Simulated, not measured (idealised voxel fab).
Process module under the name voxel double patterning
Cross-section cut spans 230 nm and uses square cells 5 nm in size.
Notation: cross-section as square-cell grid; stated in bands, top first, going down; one or more cell rows per band. Within each band entry, the heights of the top and of the bottom of the band appear first, in that order and in nm; the materials of the band then follow from left to right, each with its corresponding width in nm. The designation "full width" on a single material indicates that it fills the band from edge to edge; the designation "empty" indicates empty space. Zero point of the height axis is 0; under it, received wafer = one material. Lowest band: continues down indefinitely, "0 down". Read "30..40" as a graded width: first number on top, second number at the bottom, same change between each pair of neighbouring rows. Reading "remains unaltered" for a step: not a cell of the cross-section changed in it. Heads up: "Trapped cavities" only lists the empty pockets with no open path to the top that are 8 cells or more, and it writes them as width x height at distance, distance from the left edge, in nm. Text after the settings on a step's line: the simulator's own remark on that step. On any step carrying a mask, the "overlay nm" setting, if present on the step's line, tells how far right of its planned place the mask lay; negative values point to the left.

Planned process steps
1,RECEIVE [material Si]
2,CONFORMAL_DEP [material SiO2] [thk nm 5]
3,DIRECTIONAL_DEP [material TiN] [thk nm 10]
4,DIRECTIONAL_DEP [material SiCN] [thk nm 5]
5,DIRECTIONAL_DEP [material aC] [thk nm 5]
6,PATTERN [tone open] [mask id FIRST] [material resist] [width nm 15] [pitch nm 50] [thk nm 30] [overlay nm 0]
7,DIRECTIONAL_ETCH [etch materials aC] [depth nm 15]
8,STRIP [etch materials resist]
9,DIRECTIONAL_ETCH [etch materials SiCN] [depth nm 5]
10,STRIP [etch materials aC]
11,MASKED_ETCH [tone open] [mask id SECOND] [width nm 15] [etch materials SiCN] [depth nm 5] [overlay nm 0]
12,DIRECTIONAL_ETCH [etch materials TiN] [depth nm 10]
13,STRIP [etch materials SiCN]
Wafers differ in thk nm at step 5; plan lists the first wafer's value; identical starting state.

The first of several wafers in cross-section, exactly as it reached us after step 1
    0 down: Si full width
    Trapped cavities: none

Below: a row per wafer. Contents at end of module: for every material, cells gained since receipt (+) or lost since receipt (-); then closed voids
thk nm 5 | +46 SiO2 | +74 TiN | Trapped cavities: none
thk nm 10 | +46 SiO2 | +74 TiN | Trapped cavities: none
thk nm 15 | +46 SiO2 | +74 TiN | Trapped cavities: none
thk nm 20 | +46 SiO2 | +86 TiN | Trapped cavities: none
thk nm 25 | +46 SiO2 | +86 TiN | Trapped cavities: none
thk nm 30 | +46 SiO2 | +86 TiN | Trapped cavities: none
